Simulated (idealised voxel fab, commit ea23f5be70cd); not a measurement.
The name of this process module is voxel air gaps.
This is section cut - it's 290 nm across, gridded in 5 nm square cells.
Notation: cross-section as square-cell grid; stated in bands, top first, going down; one or more cell rows per band. Each band's line starts with the height of the band's top and of its bottom, in nm. Then come its materials from left to right, each with its width in nm. One material with "throughout" fills the band from edge to edge. "air" is empty space. It should be noted that heights are counted from 0, beneath which the wafer as supplied is of one material throughout, and that the lowest band possesses no lower boundary but continues downward, as written in "0 nm and below". Read "30 to 40" as a graded width: first number on top, second number at the bottom, same change between each pair of neighbouring rows. You'll sometimes find "no alterations made" written for a step, and that's the way of saying that nowhere in the cross-section did a cell change during that step. "Closed cavities": empty spaces of 8 cells or more with no open way to the top, each given as width x height at distance, distance from the left edge, all in nm. It should be noted that, on the line of a given step, the content following the step's settings is a remark produced by the simulator itself with respect to that step. Among the settings permitted on a step's line is "overlay nm"; applied to a step with a mask, it specifies the extent to which the mask lay to the right of its planned position, whereas a negative figure signifies a position to the left.

## Listed below are the process steps as planned
1) op RECEIVE | material Si
2) op CONFORMAL_DEP | material SiO2 | thk nm 15
3) op CONFORMAL_DEP | material SiCN | thk nm 5
4) op DIRECTIONAL_DEP | material SiO2 | thk nm 40
5) op DIRECTIONAL_DEP | material aC | thk nm 15
6) op PATTERN | tone open | mask id LINES | material resist | width nm 20 | pitch nm 45 | thk nm 30 | overlay nm 0
7) op DIRECTIONAL_ETCH | etch materials aC | depth nm 15
8) op STRIP | etch materials resist
9) op DIRECTIONAL_ETCH | etch materials SiO2 | depth nm 40
10) op STRIP | etch materials aC
11) op CONFORMAL_DEP | material TiN | thk nm 5
12) op FILL_DEP | material W | thk nm 5
13) op CMP | height nm 60
14) op EPI | material Ru | thk nm 10
15) op SELECTIVE_ETCH | etch materials SiO2 | depth nm 50
16) op CONFORMAL_DEP | material SiCN | thk nm 5

## Wafer as received: cross-section following step 1
- 0 nm and below: Si throughout
- Closed cavities: none

## First of two wafers at the end of the module, shown in cross-section; run carried out as planned
- 75 nm to 70 nm: air 50 nm; SiCN 185 nm; air 55 nm
- 70 nm to 60 nm: air 50 nm; SiCN 5 nm; Ru 40 nm; SiCN 5 nm; Ru 40 nm; SiCN 5 nm; Ru 40 nm; SiCN 5 nm; Ru 40 nm; SiCN 5 nm; air 55 nm
- 60 nm to 55 nm: air 50 nm; SiCN 15 nm; TiN 5 nm; W 10 nm; TiN 5 nm; SiCN 25 nm; TiN 5 nm; W 10 nm; TiN 5 nm; SiCN 25 nm; TiN 5 nm; W 10 nm; TiN 5 nm; SiCN 25 nm; TiN 5 nm; W 10 nm; TiN 5 nm; SiCN 15 nm; air 55 nm
- 55 nm to 25 nm: air 60 nm; SiCN 5 nm; TiN 5 nm; W 10 nm; TiN 5 nm; SiCN 5 nm; air 15 nm; SiCN 5 nm; TiN 5 nm; W 10 nm; TiN 5 nm; SiCN 5 nm; air 15 nm; SiCN 5 nm; TiN 5 nm; W 10 nm; TiN 5 nm; SiCN 5 nm; air 15 nm; SiCN 5 nm; TiN 5 nm; W 10 nm; TiN 5 nm; SiCN 5 nm; air 65 nm
- 25 nm to 20 nm: SiCN 65 nm; TiN 20 nm; SiCN 25 nm; TiN 20 nm; SiCN 25 nm; TiN 20 nm; SiCN 25 nm; TiN 20 nm; SiCN 70 nm
- 20 nm to 15 nm: SiCN throughout
- 15 nm to 0 nm: SiO2 throughout
- 0 nm and below: Si throughout
- Closed cavities: 15 x 30 at 90; 15 x 30 at 135; 15 x 30 at 180

## End-of-module cross-section of the second wafer: identical starting point and process plan to the first, with one processing mistake
- 75 nm to 70 nm: SiCN throughout
- 70 nm to 60 nm: Ru throughout
- 60 nm to 25 nm: W 60 nm; TiN 5 nm; SiO2 20 nm; TiN 5 nm; W 15 nm; TiN 5 nm; SiO2 20 nm; TiN 5 nm; W 15 nm; TiN 5 nm; SiO2 20 nm; TiN 5 nm; W 15 nm; TiN 5 nm; SiO2 20 nm; TiN 5 nm; W 65 nm
- 25 nm to 20 nm: TiN 65 nm; SiO2 20 nm; TiN 25 nm; SiO2 20 nm; TiN 25 nm; SiO2 20 nm; TiN 25 nm; SiO2 20 nm; TiN 70 nm
- 20 nm to 15 nm: SiCN throughout
- 15 nm to 0 nm: SiO2 throughout
- 0 nm and below: Si throughout
- Closed cavities: none
Where did the run depart from the plan? step 6 ran with different settings than intended, the actual operation and settings being op PATTERN | tone cover | mask id LINES | material resist | width nm 20 | pitch nm 45 | thk nm 30 | overlay nm 0
Final wafer comparison in cells, second versus first, more or fewer per material: Ru: 52 more; SiCN: 100 fewer; SiO2: 128 more; TiN: 26 more; W: 182 more
Final observation: first wafer, 3 closed voids; second wafer, 0 closed voids.
